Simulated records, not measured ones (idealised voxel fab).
This is a process module. Its name is voxel transistor to metal.
Cross-sectional view cut (width: 285 nm; square cell size: 5 nm).
Cross-section layout: square cells on a grid; listed as bands, top to bottom; a band spans one or more cell rows. First you get the band's top height and its bottom height, in nm, and then the materials it's made of, left to right, with each width in nm. If you see a single material with "all across", that one covers the band edge to edge. "blank" is empty space. Height reference: 0 = level under which incoming wafer is all one material. Lowest band: no bottom, runs on downward, e.g. "0 -> down". Width "30 to 40": first value at the band's top row of cells, second value at its bottom row, equal change from row to row. What does "nothing was modified" mean for a step? It means no cell of the cross-section changed in that step. If an empty space has no open way to the top and is at least 8 cells in size, "closed voids" lists it, written width x height at distance, where distance is measured from the left edge and every value is in nm. Post-settings text on a step line: simulator's own remark regarding the step. overlay nm: on a step with a mask, how far right of its planned place the mask lay; negative means left.

**The steps planned for the process are as follows**
1) RECEIVE | material Si
2) OXIDIZE | depth nm 5
3) CONFORMAL_DEP | material SiN | thk nm 15
4) DIRECTIONAL_DEP | material aC | thk nm 10
5) PATTERN | tone cover | mask id ACTIVE | material resist | width nm 105 | pitch nm 130 | thk nm 30 | overlay nm 0
6) DIRECTIONAL_ETCH | etch materials aC | depth nm 10
7) STRIP | etch materials resist
8) DIRECTIONAL_ETCH | etch materials SiN | depth nm 15
9) DIRECTIONAL_ETCH | etch materials SiO2 | depth nm 5
10) DIRECTIONAL_ETCH | etch materials Si | depth nm 25
11) STRIP | etch materials aC
12) FILL_DEP | material SiO2 | thk nm 15
13) CMP | height nm 15
14) SELECTIVE_ETCH | etch materials SiO2 | depth nm 5
15) STRIP | etch materials SiN
16) SELECTIVE_ETCH | etch materials SiO2 | depth nm 5
17) OXIDIZE | depth nm 5
18) DIRECTIONAL_DEP | material polySi | thk nm 30
19) DIRECTIONAL_DEP | material SiCN | thk nm 15
20) MASKED_ETCH | tone cover | mask id GATE | width nm 35 | pitch nm 130 | etch materials SiCN | depth nm 25 | overlay nm 0
21) MASKED_ETCH | tone cover | mask id GATE | width nm 35 | pitch nm 130 | etch materials polySi | depth nm 40 | overlay nm 0
22) CONFORMAL_DEP | material SiN | thk nm 10
23) DIRECTIONAL_ETCH | etch materials SiN | depth nm 10
24) DIRECTIONAL_ETCH | etch materials SiO2 | depth nm 5
25) DIRECTIONAL_ETCH | etch materials Si | depth nm 15
26) EPI | material SiGe | thk nm 20
27) FILL_DEP | material SiO2 | thk nm 10
28) CMP | height nm 25
29) STRIP | etch materials polySi
30) SELECTIVE_ETCH | etch materials SiO2 | depth nm 5
31) CONFORMAL_DEP | material HfO2 | thk nm 5
32) CONFORMAL_DEP | material TiN | thk nm 5
33) FILL_DEP | material W | thk nm 5
34) CMP | height nm 20
35) DIRECTIONAL_DEP | material SiO2 | thk nm 10
36) PATTERN | tone open | mask id CONTACT | material resist | width nm 15 | thk nm 15 | overlay nm 0
37) DIRECTIONAL_ETCH | etch materials SiO2 | depth nm 20
38) STRIP | etch materials resist
39) CONFORMAL_DEP | material TiN | thk nm 5
40) FILL_DEP | material Ru | thk nm 10
41) CMP | height nm 30
42) DIRECTIONAL_DEP | material TiN | thk nm 5
43) DIRECTIONAL_DEP | material W | thk nm 15
44) DIRECTIONAL_DEP | material aC | thk nm 15
45) PATTERN | tone cover | mask id METAL_1 | material resist | width nm 15 | thk nm 30 | overlay nm 0
46) DIRECTIONAL_ETCH | etch materials aC | depth nm 15
47) STRIP | etch materials resist
48) DIRECTIONAL_ETCH | etch materials W | depth nm 15
49) DIRECTIONAL_ETCH | etch materials TiN | depth nm 5
50) STRIP | etch materials aC
51) FILL_DEP | material SiO2 | thk nm 5
52) CMP | height nm 50
53) CONFORMAL_DEP | material SiCN | thk nm 5
54) DIRECTIONAL_DEP | material lowk | thk nm 25
55) MASKED_ETCH | tone open | mask id METAL_2 | width nm 15 | pitch nm 130 | etch materials lowk | depth nm 15 | overlay nm 0
56) DIRECTIONAL_DEP | material aC | thk nm 15
57) PATTERN | tone open | mask id METAL_2_HOLES | material resist | width nm 15 | pitch nm 130 | thk nm 30 | overlay nm 0
58) DIRECTIONAL_ETCH | etch materials aC | depth nm 15
59) STRIP | etch materials resist
60) DIRECTIONAL_ETCH | etch materials lowk | depth nm 10
61) DIRECTIONAL_ETCH | etch materials SiCN | depth nm 5
62) STRIP | etch materials aC
63) CONFORMAL_DEP | material TiN | thk nm 5
64) FILL_DEP | material Cu | thk nm 5
65) CMP | height nm 80
66) CONFORMAL_DEP | material SiCN | thk nm 5

**The cross-section here shows the wafer as received, i.e. in its state after step 1**
* 0 -> down | Si all across
* closed voids: none

**The plan above was carried out on the starting structure above with one mistake, and this cross-section shows the wafer at the end of the module**
* 85 -> 80 | SiCN all across
* 80 -> 55 | lowk 30 / TiN 5 / Cu 5 / TiN 5 / lowk 115 / TiN 5 / Cu 5 / TiN 5 / lowk 110
* 55 -> 50 | SiCN 30 / TiN 15 / SiCN 115 / TiN 15 / SiCN 110
* 50 -> 45 | SiO2 30 / TiN 15 / SiO2 65 / TiN 15 / SiO2 35 / TiN 15 / SiO2 65 / TiN 15 / SiO2 30
* 45 -> 30 | W all across
* 30 -> 20 | SiO2 30 / TiN 5 / Ru 5 / TiN 5 / SiO2 65 / TiN 5 / Ru 5 / TiN 5 / SiO2 35 / TiN 5 / Ru 5 / TiN 5 / SiO2 65 / TiN 5 / Ru 5 / TiN 5 / SiO2 30
* 20 -> 15 | SiO2 30 / TiN 5 / Ru 5 / TiN 5 / SiO2 5 / SiN 10 / HfO2 5 / TiN 5 / W 15 / TiN 5 / HfO2 5 / SiN 10 / SiO2 5 / TiN 5 / Ru 5 / TiN 5 / SiO2 35 / TiN 5 / Ru 5 / TiN 5 / SiO2 5 / SiN 10 / HfO2 5 / TiN 5 / W 15 / TiN 5 / HfO2 5 / SiN 10 / SiO2 5 / TiN 5 / Ru 5 / TiN 5 / SiO2 30
* 15 -> 10 | SiO2 30 / TiN 15 / SiO2 5 / SiN 10 / HfO2 5 / TiN 5 / W 15 / TiN 5 / HfO2 5 / SiN 10 / SiO2 5 / TiN 15 / SiO2 35 / TiN 15 / SiO2 5 / SiN 10 / HfO2 5 / TiN 5 / W 15 / TiN 5 / HfO2 5 / SiN 10 / SiO2 5 / TiN 15 / SiO2 30
* 10 -> 5 | SiO2 25 / SiGe 25 / SiN 10 / HfO2 5 / TiN 5 / W 15 / TiN 5 / HfO2 5 / SiN 10 / SiGe 25 / SiO2 25 / SiGe 25 / SiN 10 / HfO2 5 / TiN 5 / W 15 / TiN 5 / HfO2 5 / SiN 10 / SiGe 25 / SiO2 25
* 5 -> 0 | SiO2 20 / SiN 10 / SiGe 20 / SiN 10 / HfO2 5 / TiN 5 / W 15 / TiN 5 / HfO2 5 / SiN 10 / SiGe 20 / SiN 10 / SiO2 15 / SiN 10 / SiGe 20 / SiN 10 / HfO2 5 / TiN 5 / W 15 / TiN 5 / HfO2 5 / SiN 10 / SiGe 20 / SiN 10 / SiO2 20
* 0 -> -5 | SiO2 20 / SiN 10 / SiGe 20 / SiN 10 / HfO2 5 / TiN 25 / HfO2 5 / SiN 10 / SiGe 20 / SiN 10 / SiO2 15 / SiN 10 / SiGe 20 / SiN 10 / HfO2 5 / TiN 25 / HfO2 5 / SiN 10 / SiGe 20 / SiN 10 / SiO2 20
* -5 -> -10 | SiO2 30 / SiGe 20 / SiO2 5 / HfO2 45 / SiO2 5 / SiGe 20 / SiO2 35 / SiGe 20 / SiO2 5 / HfO2 45 / SiO2 5 / SiGe 20 / SiO2 30
* -10 -> -25 | SiO2 25 / Si 5 / SiGe 20 / Si 55 / SiGe 20 / Si 5 / SiO2 25 / Si 5 / SiGe 20 / Si 55 / SiGe 20 / Si 5 / SiO2 25
* -25 -> -30 | SiO2 25 / Si 105 / SiO2 25 / Si 105 / SiO2 25
* -30 -> down | Si all across
* closed voids: none
Diagnosis: deviation from plan: step 43 and step 42 executed in one another's positions
